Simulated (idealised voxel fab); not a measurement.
The name of this process module is voxel released beams.
FYI the section here is cut, 260 nm wide, cells are 5 nm squares.
Cross-sections here: square-cell grids, written as top-down lists of bands, a band being one or more rows of cells. Within each band entry, the heights of the top and of the bottom of the band appear first, in that order and in nm; the materials of the band then follow from left to right, each with its corresponding width in nm. The designation "full width" on a single material indicates that it fills the band from edge to edge; the designation "blank" indicates empty space. The level at which height equals 0 is the one under which the wafer, as it arrives, is entirely one material. No lower edge exists for the bottom band, which continues downward and is notated as in "0..down". The expression "30 to 40" gives the width at the extremes of the band, the first number at its top row of cells and the second at its bottom row, with the width changing by equal amounts from each row to the next in between. "identical to before" for a step: no cell of the cross-section changed in that step. For the entry "Fully enclosed voids", the listed items are empty spaces with no open way to the top whose size is 8 cells or more; each item follows the pattern width x height at distance, where distance is from the left edge and all three are in nm. after a step's settings: what the simulator itself notes on the step. "overlay nm", when on a step's line for a step with a mask, measures how far to the right of its planned place the mask lay; a negative measure means to the left.

LISTED BELOW ARE THE PROCESS STEPS AS PLANNED
1: RECEIVE,material Si
2: CONFORMAL_DEP,material Al2O3,thk nm 5
3: DIRECTIONAL_DEP,material SiO2,thk nm 10
4: PATTERN,tone open,mask id ANCHOR,material resist,width nm 25,thk nm 20,overlay nm 0
5: DIRECTIONAL_ETCH,etch materials SiO2,depth nm 10
6: STRIP,etch materials resist
7: CONFORMAL_DEP,material SiN,thk nm 10
8: PATTERN,tone cover,mask id BEAM,material resist,width nm 105,thk nm 15,overlay nm 0
9: DIRECTIONAL_ETCH,etch materials SiN,depth nm 10
10: STRIP,etch materials resist
11: STRIP,etch materials SiO2

CROSS-SECTION, INCOMING MATERIAL, AFTER STEP 1
0..down  Si full width
Fully enclosed voids: none

THE FIRST OF TWO WAFERS, CROSS-SECTIONED AT THE END OF THE MODULE, WITH THE RUN PROCEEDING AS PLANNED
25..15  blank: 75, then SiN: 15, then blank: 5, then SiN: 85, then blank: 80
15..5  blank: 80, then SiN: 25, then blank: 155
5..0  Al2O3 full width
0..down  Si full width
Fully enclosed voids: none

CROSS-SECTION AT END OF MODULE FOR THE SECOND WAFER OF TWO, WHICH MATCHED THE FIRST IN STARTING POINT AND PLAN AND DIFFERED BY ONE MISTAKE IN ITS PROCESSING
25..15  blank: 80, then SiN: 10, then blank: 5, then SiN: 85, then blank: 80
15..5  blank: 80, then SiN: 25, then blank: 155
5..0  Al2O3 full width
0..down  Si full width
Fully enclosed voids: none
The mistake made against the process plan was this: heads up, step 8 didn't go per plan, it actually ran as PATTERN,tone cover,mask id BEAM,material resist,width nm 100,thk nm 15,overlay nm 0
Wafer comparison, final, in cells, second relative to first, materials more or fewer: SiN -2
